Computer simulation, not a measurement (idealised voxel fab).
Process module, titled voxel wiring stack
275 nm wide, 5 nm square cells: that's cross-section cut.
Each cross-section below is a grid of square cells, stated as bands in top-down order, with one or more rows of cells making up each band. Quick guide to a band line: top height, bottom height (nm) up front; then every material left to right with its width in nm. Only one material and it's marked "everywhere"? Then it fills the band edge to edge. And "blank" just means empty space. Beneath 0, the wafer as received is one material, and that level is where height counting begins. The lowest band goes on downward without a bottom; it is written like "from 0 down". So if you see something like "30->40" for the width, read it as the top row of the band sitting at the first number and the bottom row at the second, with every row in between moving by the same amount as the last. The cross-section has no changed cell in any step marked "remained unchanged". For the entry "Completely sealed voids", the listed items are empty spaces with no open way to the top whose size is 8 cells or more; each item follows the pattern width x height at distance, where distance is from the left edge and all three are in nm. The remark found on a step's line after its settings is issued by the simulator itself and pertains to that step. overlay nm: step with mask; distance mask lay right of planned place; negative value = left of planned place.

These are the steps we planned for the process:
1) RECEIVE (material Si)
2) CONFORMAL_DEP (material SiO2; thk nm 10)
3) DIRECTIONAL_DEP (material TiN; thk nm 5)
4) DIRECTIONAL_DEP (material W; thk nm 15)
5) DIRECTIONAL_DEP (material aC; thk nm 15)
6) PATTERN (tone cover; mask id METAL_1; material resist; width nm 30; pitch nm 55; thk nm 30; overlay nm 0)
7) DIRECTIONAL_ETCH (etch materials aC; depth nm 15)
8) STRIP (etch materials resist)
9) DIRECTIONAL_ETCH (etch materials W; depth nm 15)
10) DIRECTIONAL_ETCH (etch materials TiN; depth nm 5)
11) STRIP (etch materials aC)
12) CONFORMAL_DEP (material SiCN; thk nm 5)
13) FILL_DEP (material SiO2; thk nm 10)
14) CMP (height nm 30)
15) CONFORMAL_DEP (material SiCN; thk nm 5)
16) DIRECTIONAL_DEP (material SiO2; thk nm 20)
17) PATTERN (tone open; mask id PLUG_1; material resist; width nm 15; pitch nm 55; thk nm 20; overlay nm 0)
18) DIRECTIONAL_ETCH (etch materials SiO2; depth nm 20)
19) DIRECTIONAL_ETCH (etch materials SiCN; depth nm 5)
20) STRIP (etch materials resist)
21) EPI (material Ru; thk nm 10)
22) EPI (material Ru; thk nm 10)
23) EPI (material Ru; thk nm 5)
24) DIRECTIONAL_DEP (material TiN; thk nm 5)
25) DIRECTIONAL_DEP (material Ru; thk nm 25)
26) DIRECTIONAL_DEP (material aC; thk nm 15)
27) PATTERN (tone cover; mask id METAL_2; material resist; width nm 30; pitch nm 55; thk nm 35; overlay nm 0)
28) DIRECTIONAL_ETCH (etch materials aC; depth nm 15)
29) STRIP (etch materials resist)
30) DIRECTIONAL_ETCH (etch materials Ru; depth nm 25)
31) DIRECTIONAL_ETCH (etch materials TiN; depth nm 5)
32) STRIP (etch materials aC)
33) FILL_DEP (material lowk; thk nm 5)
34) CMP (height nm 85)
35) CONFORMAL_DEP (material SiCN; thk nm 5)
36) DIRECTIONAL_DEP (material lowk; thk nm 20)
37) PATTERN (tone open; mask id PLUG_2; material resist; width nm 15; pitch nm 110; thk nm 20; overlay nm 0)
38) DIRECTIONAL_ETCH (etch materials lowk; depth nm 20)
39) DIRECTIONAL_ETCH (etch materials SiCN; depth nm 5)
40) STRIP (etch materials resist)
41) CONFORMAL_DEP (material TiN; thk nm 5)
42) FILL_DEP (material Ru; thk nm 10)
43) CMP (height nm 110)
44) DIRECTIONAL_DEP (material TiN; thk nm 5)
45) DIRECTIONAL_DEP (material Ru; thk nm 15)
46) PATTERN (tone cover; mask id METAL_3; material resist; width nm 30; pitch nm 55; thk nm 20; overlay nm 0)
47) DIRECTIONAL_ETCH (etch materials Ru; depth nm 15)
48) DIRECTIONAL_ETCH (etch materials TiN; depth nm 5)
49) STRIP (etch materials resist)
50) CONFORMAL_DEP (material SiN; thk nm 5)
51) FILL_DEP (material lowk; thk nm 10)
52) CMP (height nm 130)
53) CONFORMAL_DEP (material SiCN; thk nm 5)
54) DIRECTIONAL_DEP (material SiO2; thk nm 30)
55) MASKED_ETCH (tone open; mask id METAL_4; width nm 30; pitch nm 55; etch materials SiO2; depth nm 20; overlay nm 0)
56) MASKED_ETCH (tone open; mask id METAL_4_HOLES; width nm 15; pitch nm 55; etch materials SiO2; depth nm 10; overlay nm 0)
57) MASKED_ETCH (tone open; mask id METAL_4_HOLES; width nm 15; pitch nm 55; etch materials SiCN; depth nm 5; overlay nm 0)
58) CONFORMAL_DEP (material TiN; thk nm 5)
59) FILL_DEP (material Cu; thk nm 5)
60) CMP (height nm 165)
61) CONFORMAL_DEP (material SiCN; thk nm 5)

Cross-sectional view of the wafer in its as-received condition, corresponding to the state after step 1:
    from 0 down  Si everywhere
    Completely sealed voids: none

Cross-section, end of module. Start: as above. Plan: as above. Execution: one mistake:
    from 170 to 165  SiCN everywhere
    from 165 to 150  65 nm SiO2; 5 nm TiN; 20 nm Cu; 5 nm TiN; 25 nm SiO2; 5 nm TiN; 20 nm Cu; 5 nm TiN; 25 nm SiO2; 5 nm TiN; 20 nm Cu; 5 nm TiN; 70 nm SiO2
    from 150 to 145  65 nm SiO2; 5 nm TiN; 5 nm Cu; 20 nm TiN; 25 nm SiO2; 5 nm TiN; 5 nm Cu; 20 nm TiN; 25 nm SiO2; 5 nm TiN; 5 nm Cu; 20 nm TiN; 70 nm SiO2
    from 145 to 135  65 nm SiO2; 5 nm TiN; 5 nm Cu; 5 nm TiN; 40 nm SiO2; 5 nm TiN; 5 nm Cu; 5 nm TiN; 40 nm SiO2; 5 nm TiN; 5 nm Cu; 5 nm TiN; 85 nm SiO2
    from 135 to 130  65 nm SiCN; 15 nm TiN; 40 nm SiCN; 15 nm TiN; 40 nm SiCN; 15 nm TiN; 85 nm SiCN
    from 130 to 115  65 nm lowk; 5 nm SiN; 25 nm Ru; 5 nm SiN; 20 nm lowk; 5 nm SiN; 25 nm Ru; 5 nm SiN; 20 nm lowk; 5 nm SiN; 25 nm Ru; 5 nm SiN; 65 nm lowk
    from 115 to 110  70 nm SiN; 25 nm TiN; 30 nm SiN; 25 nm TiN; 30 nm SiN; 25 nm TiN; 70 nm SiN
    from 110 to 90  65 nm lowk; 5 nm TiN; 5 nm Ru; 5 nm TiN; 95 nm lowk; 5 nm TiN; 5 nm Ru; 5 nm TiN; 85 nm lowk
    from 90 to 85  65 nm SiCN; 15 nm TiN; 95 nm SiCN; 15 nm TiN; 85 nm SiCN
    from 85 to 60  65 nm lowk; 30 nm Ru; 25 nm lowk; 30 nm Ru; 25 nm lowk; 30 nm Ru; 70 nm lowk
    from 60 to 55  65 nm lowk; 30 nm TiN; 25 nm lowk; 30 nm TiN; 25 nm lowk; 30 nm TiN; 70 nm lowk
    from 55 to 35  65 nm SiO2; 15 nm Ru; 40 nm SiO2; 15 nm Ru; 40 nm SiO2; 15 nm Ru; 85 nm SiO2
    from 35 to 30  65 nm SiCN; 15 nm Ru; 40 nm SiCN; 15 nm Ru; 40 nm SiCN; 15 nm Ru; 85 nm SiCN
    from 30 to 15  60 nm SiO2; 5 nm SiCN; 30 nm W; 5 nm SiCN; 15 nm SiO2; 5 nm SiCN; 30 nm W; 5 nm SiCN; 15 nm SiO2; 5 nm SiCN; 30 nm W; 5 nm SiCN; 65 nm SiO2
    from 15 to 10  65 nm SiCN; 30 nm TiN; 25 nm SiCN; 30 nm TiN; 25 nm SiCN; 30 nm TiN; 70 nm SiCN
    from 10 to 0  SiO2 everywhere
    from 0 down  Si everywhere
    Completely sealed voids: none
In executing the process, a mistake was made relative to the plan: step 46 off recipe, ran as PATTERN (tone cover; mask id METAL_3; material resist; width nm 25; pitch nm 55; thk nm 20; overlay nm 0)
